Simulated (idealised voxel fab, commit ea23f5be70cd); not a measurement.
You're looking at the process module voxel local oxidation.
205 nm wide, 5 nm square cells: that's cross-section cut.
Each cross-section below is a grid of square cells, stated as bands in top-down order, with one or more rows of cells making up each band. Each band's line starts with the height of the band's top and of its bottom, in nm. Then come its materials from left to right, each with its width in nm. One material with "edge to edge" fills the band from edge to edge. "blank" is empty space. Below 0: as-received wafer, all one material; heights counted from there. Lowest band: no bottom, goes on down, written "z 0 and below". Width: "30 to 40" (first number = top row, second number = bottom row, same change from row to row of cells). Reading "nothing changed" for a step: not a cell of the cross-section changed in it. If an empty space has no open way to the top and is at least 8 cells in size, "Closed void list" lists it, written width x height at distance, where distance is measured from the left edge and every value is in nm. Text after the settings on a step's line: the simulator's own remark on that step. A step's line can hold "overlay nm"; with a mask on that step, the setting says how far right of the planned place the mask lay, while a negative setting says it lay to the left.
Below is the list of planned process steps
1 RECEIVE,material Si
2 OXIDIZE,depth nm 5
3 CONFORMAL_DEP,material SiN,thk nm 15
4 DIRECTIONAL_DEP,material aC,thk nm 15
5 PATTERN,tone cover,mask id ACTIVE,material resist,width nm 130,thk nm 35,overlay nm 0
6 DIRECTIONAL_ETCH,etch materials aC,depth nm 15
7 STRIP,etch materials resist
8 DIRECTIONAL_ETCH,etch materials SiN,depth nm 15
9 STRIP,etch materials aC
10 SELECTIVE_ETCH,etch materials SiO2,depth nm 5
11 OXIDIZE,depth nm 15
12 STRIP,etch materials SiN
Cross-section, incoming material, after step 1
z 0 and below | Si edge to edge
Closed void list: none
Cross-section: first of two wafers, module finished, run according to plan
z 0 to -5 | blank (40)  SiO2 (120)  blank (45)
z -5 to -20 | SiO2 (55)  Si (90)  SiO2 (60)
z -20 and below | Si edge to edge
Closed void list: none
Cross-section, second wafer: same start as the first, same plan as the first, one mistake in running it; taken at the end of the module
z 0 to -5 | blank (40)  SiO2 (120)  blank (45)
z -5 to -30 | SiO2 (65)  Si (70)  SiO2 (70)
z -30 and below | Si edge to edge
Closed void list: none
Misprocessing identified: step 11 was not run as planned; what actually ran was OXIDIZE,depth nm 25
Wrapping up, a cell-based count of both wafers puts the second over or under the first for these materials: 66 fewer of Si | 66 more of SiO2
